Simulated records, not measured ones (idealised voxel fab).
This section sets out a process module, namely voxel released beams.
We display cut, a cross-section 210 nm in width whose square cells are each 5 nm.
Format of a cross-section: grid, square cells. Given as bands. Order: top down. Band: one or more rows of cells. The entry gives the band's vertical extent as a top height and a bottom height in nm, then its horizontal make-up as materials from left to right, each with a width in nm. "empty" stands for empty space; a single material marked "edge to edge" fills the band edge to edge. Heights from 0 (as-received wafer is one material below). Bottom band endless downward, as "from 0 down". Width: "30 to 40" (first number = top row, second number = bottom row, same change from row to row of cells). Key: "nothing got changed" - step with no changed cell in the cross-section. "Sealed-off cavities" - sealed voids, min. 8 cells, no opening to top; format: width x height at distance (distance from left edge; nm throughout). Post-settings text on a step line: simulator's own remark regarding the step. The line of a step may include "overlay nm". On a step with a mask, this value is how far to the right of its planned place the mask lay. A negative value means the mask lay to the left.

## Planned process steps
1: RECEIVE with material Si
2: CONFORMAL_DEP with material Al2O3, thk nm 10
3: DIRECTIONAL_DEP with material SiO2, thk nm 20
4: PATTERN with tone open, mask id ANCHOR, material resist, width nm 35, thk nm 20, overlay nm 0
5: DIRECTIONAL_ETCH with etch materials SiO2, depth nm 20
6: STRIP with etch materials resist
7: CONFORMAL_DEP with material polySi, thk nm 15
8: MASKED_ETCH with tone cover, mask id BEAM, width nm 115, etch materials polySi, depth nm 15, overlay nm 0
9: STRIP with etch materials SiO2

## First of two wafers, processed according to plan

## Here's what the wafer looked like in cross-section when it arrived - that's after step 1
    from 0 down | Si edge to edge
    Sealed-off cavities: none

## after step 2
    from 10 to 0 | Al2O3 edge to edge
    All layers under 0 are left as they were.

## after step 3
    from 30 to 10 | SiO2 edge to edge
    All layers under 10 are left as they were.

## after step 4
    from 50 to 30 | 50 resist, then 35 empty, then 125 resist
    All layers under 30 are left as they were.

## after step 5
    from 50 to 30 | 50 resist, then 35 empty, then 125 resist
    from 30 to 10 | 50 SiO2, then 35 empty, then 125 SiO2
    All layers under 10 are left as they were.

## after step 6
    from 30 to 10 | 50 SiO2, then 35 empty, then 125 SiO2
    All layers under 10 are left as they were.

## after step 7
    from 45 to 30 | 65 polySi, then 5 empty, then 140 polySi
    from 30 to 25 | 50 SiO2, then 15 polySi, then 5 empty, then 15 polySi, then 125 SiO2
    from 25 to 10 | 50 SiO2, then 35 polySi, then 125 SiO2
    All layers under 10 are left as they were.

## after step 8
    from 45 to 30 | 45 empty, then 20 polySi, then 5 empty, then 90 polySi, then 50 empty
    All layers under 30 are left as they were.

## after step 9
    from 45 to 30 | 45 empty, then 20 polySi, then 5 empty, then 90 polySi, then 50 empty
    from 30 to 25 | 50 empty, then 15 polySi, then 5 empty, then 15 polySi, then 125 empty
    from 25 to 10 | 50 empty, then 35 polySi, then 125 empty
    All layers under 10 are left as they were.

## The remaining wafer, second of the two, started like the first and was run to the same plan, except that one mistake was made along the way; the two coincide through step 6, inclusive

## Second wafer at the planned finish of step 7, seen in cross-section
    from 60 to 30 | polySi edge to edge
    from 30 to 10 | 50 SiO2, then 35 polySi, then 125 SiO2
    All layers under 10 are left as they were.

## Second wafer at the planned finish of step 8, seen in cross-section
    from 60 to 45 | 45 empty, then 115 polySi, then 50 empty
    All layers under 45 are left as they were.

Second wafer at the planned finish of step 9, seen in cross-section: nothing got changed
Misprocessing identified: execution of plan step 7 occurred twice
Cell-count delta at end, second wafer over first, by material: +140 SiO2; +130 polySi
